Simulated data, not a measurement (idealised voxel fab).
process module | voxel air gaps
cross-section cut | 245 nm wide | cells 5 nm
A cross-section is a grid of square cells, given in bands from the top down. A band is one or more rows of cells.
Each band's line starts with the height of the band's top and of its bottom, in nm. Then come its materials from left to right, each with its width in nm. One material with "throughout" fills the band from edge to edge. "air" is empty space.
Height 0 is the level under which the wafer as received is all one material. The lowest band goes on downwards, as in "0 down".
A width such as "30 to 40" changes by the same amount from each row of cells to the next, from the band's top row to its bottom row.
"no change" after a step means that no cell of the cross-section changed.
closed voids: empty space of 8 cells or more with no open way to the top, each as width x height at its distance from the left edge, in nm
after a step's settings: what the simulator itself notes on the step
overlay nm, on a step with a mask: how far to the right of its planned place the mask lay; to the left if negative
plan
1 op RECEIVE | material Si
2 op CONFORMAL_DEP | material SiO2 | thk nm 10
3 op CONFORMAL_DEP | material SiN | thk nm 5
4 op DIRECTIONAL_DEP | material lowk | thk nm 35
5 op DIRECTIONAL_DEP | material aC | thk nm 10
6 op PATTERN | tone open | mask id LINES | material resist | width nm 20 | pitch nm 50 | thk nm 25 | overlay nm 0
7 op DIRECTIONAL_ETCH | etch materials aC | depth nm 10
8 op STRIP | etch materials resist
9 op DIRECTIONAL_ETCH | etch materials lowk | depth nm 35
10 op STRIP | etch materials aC
11 op CONFORMAL_DEP | material TiN | thk nm 5
12 op FILL_DEP | material Ru | thk nm 5
13 op CMP | height nm 50
14 op EPI | material Ru | thk nm 10
15 op SELECTIVE_ETCH | etch materials lowk | depth nm 45
16 op CONFORMAL_DEP | material SiCN | thk nm 5
as received, after step 1
  0 down: Si throughout
  closed voids: none
a wafer at the end: this start, this plan, one mistake
  65 to 60: SiCN throughout
  60 to 50: Ru throughout
  50 to 20: Ru 55 | TiN 5 | lowk 20 | TiN 5 | Ru 20 | TiN 5 | lowk 20 | TiN 5 | Ru 20 | TiN 5 | lowk 20 | TiN 5 | Ru 60
  20 to 15: TiN 60 | lowk 20 | TiN 30 | lowk 20 | TiN 30 | lowk 20 | TiN 65
  15 to 10: SiN throughout
  10 to 0: SiO2 throughout
  0 down: Si throughout
  closed voids: none
what went wrong: step 6 ran as: op PATTERN | tone cover | mask id LINES | material resist | width nm 20 | pitch nm 50 | thk nm 25 | overlay nm 0
